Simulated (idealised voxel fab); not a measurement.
The following process module bears the name voxel released beams.
The cross-section shown here is cut; it is 300 nm wide and divided into square cells measuring 5 nm on a side.
When this document writes out a cross-section, it uses a grid of square cells and lists it as bands, beginning at the top and moving down, with a band standing for one or more rows of cells.
For a band, the entry starts with two heights in nm, that of the top and then that of the bottom, and carries on with the band's materials in order from left to right, each alongside its width in nm; the word "edge to edge" beside a single material means it fills the band edge to edge, and "air" means empty space.
Height reference: 0 = level under which incoming wafer is all one material. Lowest band: no bottom, runs on downward, e.g. "0..down".
Note: "30->40" means the width goes from the first number (top row of the band) to the second number (bottom row) in equal steps per row of cells.
"everything unchanged" (step): cross-section cells unchanged, all of them.
In "Sealed internal cavities" the enclosed voids are listed, meaning empty spaces of 8 cells or larger without any opening to the top. The form is width x height at distance, distance from the left edge, units nm.
Step line, after settings: the simulator's comment on this step.
overlay nm: step with mask; distance mask lay right of planned place; negative value = left of planned place.

This section lists the process steps that were planned
- 1: op RECEIVE | material Si
- 2: op CONFORMAL_DEP | material Al2O3 | thk nm 10
- 3: op DIRECTIONAL_DEP | material SiO2 | thk nm 10
- 4: op DIRECTIONAL_DEP | material aC | thk nm 10
- 5: op PATTERN | tone open | mask id ANCHOR | material resist | width nm 40 | thk nm 25 | overlay nm 0
- 6: op DIRECTIONAL_ETCH | etch materials aC | depth nm 10
- 7: op STRIP | etch materials resist
- 8: op DIRECTIONAL_ETCH | etch materials SiO2 | depth nm 10
- 9: op STRIP | etch materials aC
- 10: op CONFORMAL_DEP | material SiN | thk nm 15
- 11: op DIRECTIONAL_DEP | material aC | thk nm 15
- 12: op PATTERN | tone cover | mask id BEAM | material resist | width nm 100 | thk nm 30 | overlay nm 0
- 13: op DIRECTIONAL_ETCH | etch materials aC | depth nm 15
- 14: op STRIP | etch materials resist
- 15: op DIRECTIONAL_ETCH | etch materials SiN | depth nm 15
- 16: op STRIP | etch materials aC
- 17: op STRIP | etch materials SiO2

The following pertains to the first of two wafers, which was processed as planned

as received, after step 1
* 0..down: Si edge to edge
* Sealed internal cavities: none

State of the wafer after step 2, shown in cross-section
* 10..0: Al2O3 edge to edge
* Beneath the level 0, the cross-section is identical to its previous state.

State of the wafer after step 3, shown in cross-section
* 20..10: SiO2 edge to edge
* Beneath the level 10, the cross-section is identical to its previous state.

State of the wafer after step 4, shown in cross-section
* 30..20: aC edge to edge
* Beneath the level 20, the cross-section is identical to its previous state.

State of the wafer after step 5, shown in cross-section
* 55..30: resist 100  air 40  resist 160
* Beneath the level 30, the cross-section is identical to its previous state.

State of the wafer after step 6, shown in cross-section
* 45..30: resist 100  air 40  resist 160
* 30..20: aC 100  air 40  aC 160
* Beneath the level 20, the cross-section is identical to its previous state.

State of the wafer after step 7, shown in cross-section
* 30..20: aC 100  air 40  aC 160
* Beneath the level 20, the cross-section is identical to its previous state.

State of the wafer after step 8, shown in cross-section
* 30..20: aC 100  air 40  aC 160
* 20..10: SiO2 100  air 40  SiO2 160
* Beneath the level 10, the cross-section is identical to its previous state.

State of the wafer after step 9, shown in cross-section
* 20..10: SiO2 100  air 40  SiO2 160
* Beneath the level 10, the cross-section is identical to its previous state.

State of the wafer after step 10, shown in cross-section
* 35..25: SiN 115  air 10  SiN 175
* 25..20: SiN edge to edge
* 20..10: SiO2 100  SiN 40  SiO2 160
* Beneath the level 10, the cross-section is identical to its previous state.

State of the wafer after step 11, shown in cross-section
* 50..40: aC 115  air 10  aC 175
* 40..35: aC edge to edge
* 35..25: SiN 115  aC 10  SiN 175
* Beneath the level 25, the cross-section is identical to its previous state.

State of the wafer after step 12, shown in cross-section
* 80..50: air 95  resist 100  air 105
* 50..40: aC 115  resist 10  aC 175
* Beneath the level 40, the cross-section is identical to its previous state.

State of the wafer after step 13, shown in cross-section
* 65..50: air 95  resist 100  air 105
* 50..40: air 95  aC 20  resist 10  aC 70  air 105
* 40..35: air 95  aC 100  air 105
* Beneath the level 35, the cross-section is identical to its previous state.

State of the wafer after step 14, shown in cross-section
* 50..40: air 95  aC 20  air 10  aC 70  air 105
* Beneath the level 40, the cross-section is identical to its previous state.

State of the wafer after step 15, shown in cross-section
* 50..40: air 95  aC 20  air 10  aC 70  air 105
* 40..35: air 95  aC 100  air 105
* 35..25: air 95  SiN 20  aC 10  SiN 70  air 105
* 25..20: air 95  SiN 100  air 105
* Beneath the level 20, the cross-section is identical to its previous state.

State of the wafer after step 16, shown in cross-section
* 35..25: air 95  SiN 20  air 10  SiN 70  air 105
* Beneath the level 25, the cross-section is identical to its previous state.

State of the wafer after step 17, shown in cross-section
* 35..25: air 95  SiN 20  air 10  SiN 70  air 105
* 25..20: air 95  SiN 100  air 105
* 20..10: air 100  SiN 40  air 160
* Beneath the level 10, the cross-section is identical to its previous state.

Second wafer, same starting state and plan as the first, one mistake in the run, identical through step 1

Second wafer, sectioned view, at step 2's planned end time: everything unchanged

Second wafer, sectioned view, at step 3's planned end time
* 10..0: SiO2 edge to edge
* Beneath the level 0, the cross-section is identical to its previous state.

Second wafer, sectioned view, at step 4's planned end time
* 20..10: aC edge to edge
* Beneath the level 10, the cross-section is identical to its previous state.

Second wafer, sectioned view, at step 5's planned end time
* 45..20: resist 100  air 40  resist 160
* Beneath the level 20, the cross-section is identical to its previous state.

Second wafer, sectioned view, at step 6's planned end time
* 35..20: resist 100  air 40  resist 160
* 20..10: aC 100  air 40  aC 160
* Beneath the level 10, the cross-section is identical to its previous state.

Second wafer, sectioned view, at step 7's planned end time
* 20..10: aC 100  air 40  aC 160
* Beneath the level 10, the cross-section is identical to its previous state.

Second wafer, sectioned view, at step 8's planned end time
* 20..10: aC 100  air 40  aC 160
* 10..0: SiO2 100  air 40  SiO2 160
* Beneath the level 0, the cross-section is identical to its previous state.

Second wafer, sectioned view, at step 9's planned end time
* 10..0: SiO2 100  air 40  SiO2 160
* Beneath the level 0, the cross-section is identical to its previous state.

Second wafer, sectioned view, at step 10's planned end time
* 25..15: SiN 115  air 10  SiN 175
* 15..10: SiN edge to edge
* 10..0: SiO2 100  SiN 40  SiO2 160
* Beneath the level 0, the cross-section is identical to its previous state.

Second wafer, sectioned view, at step 11's planned end time
* 40..30: aC 115  air 10  aC 175
* 30..25: aC edge to edge
* 25..15: SiN 115  aC 10  SiN 175
* Beneath the level 15, the cross-section is identical to its previous state.

Second wafer, sectioned view, at step 12's planned end time
* 70..40: air 95  resist 100  air 105
* 40..30: aC 115  resist 10  aC 175
* Beneath the level 30, the cross-section is identical to its previous state.

Second wafer, sectioned view, at step 13's planned end time
* 55..40: air 95  resist 100  air 105
* 40..30: air 95  aC 20  resist 10  aC 70  air 105
* 30..25: air 95  aC 100  air 105
* Beneath the level 25, the cross-section is identical to its previous state.

Second wafer, sectioned view, at step 14's planned end time
* 40..30: air 95  aC 20  air 10  aC 70  air 105
* Beneath the level 30, the cross-section is identical to its previous state.

Second wafer, sectioned view, at step 15's planned end time
* 40..30: air 95  aC 20  air 10  aC 70  air 105
* 30..25: air 95  aC 100  air 105
* 25..15: air 95  SiN 20  aC 10  SiN 70  air 105
* 15..10: air 95  SiN 100  air 105
* Beneath the level 10, the cross-section is identical to its previous state.

Second wafer, sectioned view, at step 16's planned end time
* 25..15: air 95  SiN 20  air 10  SiN 70  air 105
* Beneath the level 15, the cross-section is identical to its previous state.

Second wafer, sectioned view, at step 17's planned end time
* 25..15: air 95  SiN 20  air 10  SiN 70  air 105
* 15..10: air 95  SiN 100  air 105
* 10..0: air 100  SiN 40  air 160
* Beneath the level 0, the cross-section is identical to its previous state.
In executing the process, a mistake was made relative to the plan: step 2 of the plan was excluded from execution and never run
Cell-count delta at end, second wafer over first, by material: Al2O3: 120 fewer
